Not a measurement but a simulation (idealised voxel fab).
The process module that follows is named voxel plated lines.
Displayed cross-section: cut, width of 265 nm, square cells sized 5 nm.
A cross-section is written here as square cells arranged in a grid, and it is given in bands from the top down, each band taking up one or more rows of cells.
The entry gives the band's vertical extent as a top height and a bottom height in nm, then its horizontal make-up as materials from left to right, each with a width in nm. "blank" stands for empty space; a single material marked "edge to edge" fills the band edge to edge.
Heads up on the height convention: 0 is the point under which the incoming wafer is all one material, and the lowest band has no bottom, it just keeps going down, like "from 0 down".
Per-row width for "30->40": begins at first number (top row of band), ends at second number (bottom row), increment between rows held constant.
Basically "no modification" means that step didn't change any cell in the cross-section.
In "Closed void list" the enclosed voids are listed, meaning empty spaces of 8 cells or larger without any opening to the top. The form is width x height at distance, distance from the left edge, units nm.
Past the settings on a step's line: simulator remark, on that step.
overlay nm: mask offset rightward from planned place, masked step; negative means leftward offset.
**Steps in the process plan**
1 op RECEIVE | material Si
2 op CONFORMAL_DEP | material SiO2 | thk nm 5
3 op DIRECTIONAL_DEP | material TiN | thk nm 5
4 op PATTERN | tone open | mask id LINES | material resist | width nm 25 | pitch nm 55 | thk nm 20 | overlay nm 0
5 op EPI | material Ru | thk nm 10
6 op STRIP | etch materials resist
7 op DIRECTIONAL_ETCH | etch materials TiN | depth nm 5
8 op CONFORMAL_DEP | material SiCN | thk nm 5
**Cross-section of the wafer upon arrival, representing the state reached after step 1**
* from 0 down | Si edge to edge
* Closed void list: none
**End-of-module cross-section of the first of two wafers, processed as planned**
* from 25 to 20 | blank=60, SiCN=35, blank=20, SiCN=35, blank=20, SiCN=35, blank=60
* from 20 to 10 | blank=60, SiCN=5, Ru=25, SiCN=5, blank=20, SiCN=5, Ru=25, SiCN=5, blank=20, SiCN=5, Ru=25, SiCN=5, blank=60
* from 10 to 5 | SiCN=65, TiN=25, SiCN=30, TiN=25, SiCN=30, TiN=25, SiCN=65
* from 5 to 0 | SiO2 edge to edge
* from 0 down | Si edge to edge
* Closed void list: none
**Module end: cross-section of wafer two of two. Same start and process plan as the first wafer. One mistake during execution**
* from 25 to 20 | SiCN=70, blank=15, SiCN=40, blank=15, SiCN=40, blank=15, SiCN=70
* from 20 to 10 | Ru=65, SiCN=5, blank=15, SiCN=5, Ru=30, SiCN=5, blank=15, SiCN=5, Ru=30, SiCN=5, blank=15, SiCN=5, Ru=65
* from 10 to 5 | TiN=65, SiCN=25, TiN=30, SiCN=25, TiN=30, SiCN=25, TiN=65
* from 5 to 0 | SiO2 edge to edge
* from 0 down | Si edge to edge
* Closed void list: none
Error vs. plan: rather than as planned, step 4 actually ran as op PATTERN | tone cover | mask id LINES | material resist | width nm 25 | pitch nm 55 | thk nm 20 | overlay nm 0
At the finish, the second wafer shows more or fewer cells for some materials than the first does: Ru: 46 more; TiN: 23 more
